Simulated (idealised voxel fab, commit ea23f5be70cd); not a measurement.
Process module heading - voxel plated lines
Section cut is 185 nm wide and gridded with 5 nm square cells.
A cross-section in this document is a grid of square cells, and it is written down as bands, the top band listed before the ones below it; a band is made up of one or more rows of cells. Band entry format. Leading values: height of top, height of bottom, nm. Remainder: materials in left-to-right order, each with its width in nm. Special words: "everywhere" on a single material, which then fills the band edge to edge; "blank", empty space. We count height from 0. Below that, the starting wafer is all one material. The lowest band never ends at the bottom but goes on down; see "top 0, no bottom" for how that is written. You'd read "30->40" like this: the band's top row of cells is as wide as the first number, its bottom row is as wide as the second, and going down, every row changes width by the same amount as the row before did. You'll sometimes find "nothing altered" written for a step, and that's the way of saying that nowhere in the cross-section did a cell change during that step. If an empty space has no open way to the top and is at least 8 cells in size, "Entrapped void list" lists it, written width x height at distance, where distance is measured from the left edge and every value is in nm. Whatever follows a step's settings on its line is a remark the simulator itself makes about that step. overlay nm: on a step with a mask, how far right of its planned place the mask lay; negative means left.
[Set out below are the planned steps of the process]
1: RECEIVE [material Si]
2: CONFORMAL_DEP [material SiO2] [thk nm 10]
3: DIRECTIONAL_DEP [material TiN] [thk nm 5]
4: PATTERN [tone open] [mask id LINES] [material resist] [width nm 15] [pitch nm 35] [thk nm 30] [overlay nm 0]
5: EPI [material Ru] [thk nm 10]
6: EPI [material Ru] [thk nm 10]
7: STRIP [etch materials resist]
8: DIRECTIONAL_ETCH [etch materials TiN] [depth nm 5]
9: CONFORMAL_DEP [material SiO2] [thk nm 5]
[Concerning the first of two wafers, which was run in accordance with the plan]
[This is the cross-section of the wafer as we received it, i.e. after step 1]
- top 0, no bottom: Si everywhere
- Entrapped void list: none
[Wafer section view after processing step 2]
- top 10, bottom 0: SiO2 everywhere
- Heights below 0 show no change.
[Wafer section view after processing step 3]
- top 15, bottom 10: TiN everywhere
- Heights below 10 show no change.
[Wafer section view after processing step 4]
- top 45, bottom 15: resist: 30 | blank: 15 | resist: 20 | blank: 15 | resist: 20 | blank: 15 | resist: 20 | blank: 15 | resist: 35
- Heights below 15 show no change.
[Wafer section view after processing step 5]
- top 45, bottom 25: resist: 30 | blank: 15 | resist: 20 | blank: 15 | resist: 20 | blank: 15 | resist: 20 | blank: 15 | resist: 35
- top 25, bottom 15: resist: 30 | Ru: 15 | resist: 20 | Ru: 15 | resist: 20 | Ru: 15 | resist: 20 | Ru: 15 | resist: 35
- Heights below 15 show no change.
[Wafer section view after processing step 6]
- top 45, bottom 35: resist: 30 | blank: 15 | resist: 20 | blank: 15 | resist: 20 | blank: 15 | resist: 20 | blank: 15 | resist: 35
- top 35, bottom 15: resist: 30 | Ru: 15 | resist: 20 | Ru: 15 | resist: 20 | Ru: 15 | resist: 20 | Ru: 15 | resist: 35
- Heights below 15 show no change.
[Wafer section view after processing step 7]
- top 35, bottom 15: blank: 30 | Ru: 15 | blank: 20 | Ru: 15 | blank: 20 | Ru: 15 | blank: 20 | Ru: 15 | blank: 35
- Heights below 15 show no change.
[Wafer section view after processing step 8]
- top 35, bottom 15: blank: 30 | Ru: 15 | blank: 20 | Ru: 15 | blank: 20 | Ru: 15 | blank: 20 | Ru: 15 | blank: 35
- top 15, bottom 10: blank: 30 | TiN: 15 | blank: 20 | TiN: 15 | blank: 20 | TiN: 15 | blank: 20 | TiN: 15 | blank: 35
- Heights below 10 show no change.
[Wafer section view after processing step 9]
- top 40, bottom 35: blank: 25 | SiO2: 25 | blank: 10 | SiO2: 25 | blank: 10 | SiO2: 25 | blank: 10 | SiO2: 25 | blank: 30
- top 35, bottom 15: blank: 25 | SiO2: 5 | Ru: 15 | SiO2: 5 | blank: 10 | SiO2: 5 | Ru: 15 | SiO2: 5 | blank: 10 | SiO2: 5 | Ru: 15 | SiO2: 5 | blank: 10 | SiO2: 5 | Ru: 15 | SiO2: 5 | blank: 30
- top 15, bottom 10: SiO2: 30 | TiN: 15 | SiO2: 20 | TiN: 15 | SiO2: 20 | TiN: 15 | SiO2: 20 | TiN: 15 | SiO2: 35
- Heights below 10 show no change.
[The second wafer: identical to the first at the outset and in its planned sequence, differing only in that one mistake was made during processing; up to and including step 2, its path is the first wafer's path]
[Cross-section: second wafer, time at which step 3 was scheduled to end]
- top 15, bottom 10: Ru everywhere
- Heights below 10 show no change.
[Cross-section: second wafer, time at which step 4 was scheduled to end]
- top 45, bottom 15: resist: 30 | blank: 15 | resist: 20 | blank: 15 | resist: 20 | blank: 15 | resist: 20 | blank: 15 | resist: 35
- Heights below 15 show no change.
[Cross-section: second wafer, time at which step 5 was scheduled to end]
- top 45, bottom 25: resist: 30 | blank: 15 | resist: 20 | blank: 15 | resist: 20 | blank: 15 | resist: 20 | blank: 15 | resist: 35
- top 25, bottom 15: resist: 30 | Ru: 15 | resist: 20 | Ru: 15 | resist: 20 | Ru: 15 | resist: 20 | Ru: 15 | resist: 35
- Heights below 15 show no change.
[Cross-section: second wafer, time at which step 6 was scheduled to end]
- top 45, bottom 35: resist: 30 | blank: 15 | resist: 20 | blank: 15 | resist: 20 | blank: 15 | resist: 20 | blank: 15 | resist: 35
- top 35, bottom 15: resist: 30 | Ru: 15 | resist: 20 | Ru: 15 | resist: 20 | Ru: 15 | resist: 20 | Ru: 15 | resist: 35
- Heights below 15 show no change.
[Cross-section: second wafer, time at which step 7 was scheduled to end]
- top 35, bottom 15: blank: 30 | Ru: 15 | blank: 20 | Ru: 15 | blank: 20 | Ru: 15 | blank: 20 | Ru: 15 | blank: 35
- Heights below 15 show no change.
Cross-section: second wafer, time at which step 8 was scheduled to end: nothing altered
[Cross-section: second wafer, time at which step 9 was scheduled to end]
- top 40, bottom 35: blank: 25 | SiO2: 25 | blank: 10 | SiO2: 25 | blank: 10 | SiO2: 25 | blank: 10 | SiO2: 25 | blank: 30
- top 35, bottom 20: blank: 25 | SiO2: 5 | Ru: 15 | SiO2: 5 | blank: 10 | SiO2: 5 | Ru: 15 | SiO2: 5 | blank: 10 | SiO2: 5 | Ru: 15 | SiO2: 5 | blank: 10 | SiO2: 5 | Ru: 15 | SiO2: 5 | blank: 30
- top 20, bottom 15: SiO2: 30 | Ru: 15 | SiO2: 20 | Ru: 15 | SiO2: 20 | Ru: 15 | SiO2: 20 | Ru: 15 | SiO2: 35
- Heights below 15 show no change.
What broke from the plan during processing? step 3 was not run as planned; what actually ran was DIRECTIONAL_DEP [material Ru] [thk nm 5]
Wrapping up, a cell-based count of both wafers puts the second over or under the first for these materials: Ru +37; SiO2 -8; TiN -12
